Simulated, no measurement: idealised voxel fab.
Process module heading - voxel spacer lines
Shown is cross-section cut, with a width of 235 nm and square cells of size 5 nm.
Cross-section layout: square cells on a grid; listed as bands, top to bottom; a band spans one or more cell rows.
For a band, the entry starts with two heights in nm, that of the top and then that of the bottom, and carries on with the band's materials in order from left to right, each alongside its width in nm; the word "everywhere" beside a single material means it fills the band edge to edge, and "blank" means empty space.
It should be noted that heights are counted from 0, beneath which the wafer as supplied is of one material throughout, and that the lowest band possesses no lower boundary but continues downward, as written in "0 down".
A width given as "30->40" starts at the first number in the band's top row and ends at the second number in its bottom row, shifting by an equal amount at every step from row to row.
"stayed the same" (step): cross-section cells unchanged, all of them.
"Enclosed empty spaces" lists enclosed empty spaces (at least 8 cells, no open path upward to the top), each as width x height at distance from the left edge, in nm.
On each step's line, the part that comes after the settings is the simulator's own comment on the step.
"overlay nm" denotes, for a step that has a mask, the displacement of the mask to the right of its planned place, with negative values corresponding to the left.

### The process steps that were planned are listed below
- 1: RECEIVE [material Si]
- 2: CONFORMAL_DEP [material Al2O3] [thk nm 5]
- 3: DIRECTIONAL_DEP [material W] [thk nm 20]
- 4: DIRECTIONAL_DEP [material polySi] [thk nm 30]
- 5: PATTERN [tone cover] [mask id MANDREL] [material resist] [width nm 20] [pitch nm 60] [thk nm 35] [overlay nm 0]
- 6: DIRECTIONAL_ETCH [etch materials polySi] [depth nm 30]
- 7: STRIP [etch materials resist]
- 8: CONFORMAL_DEP [material SiO2] [thk nm 10]
- 9: DIRECTIONAL_ETCH [etch materials SiO2] [depth nm 10]
- 10: STRIP [etch materials polySi]
- 11: DIRECTIONAL_ETCH [etch materials W] [depth nm 20]
- 12: STRIP [etch materials SiO2]
- 13: FILL_DEP [material SiO2] [thk nm 5]
- 14: CMP [height nm 25]

### Cross-sectional view of the wafer in its as-received condition, corresponding to the state after step 1
- 0 down: Si everywhere
- Enclosed empty spaces: none

### Wafer cross-section at end of module: start and plan as shown above, one execution error
- 25 to 15: SiO2: 65  W: 40  SiO2: 20  W: 40  SiO2: 70
- 15 to 5: W everywhere
- 5 to 0: Al2O3 everywhere
- 0 down: Si everywhere
- Enclosed empty spaces: none
Processing error: for step 8, the planned setting was not used; the step was instead run as CONFORMAL_DEP [material W] [thk nm 10]
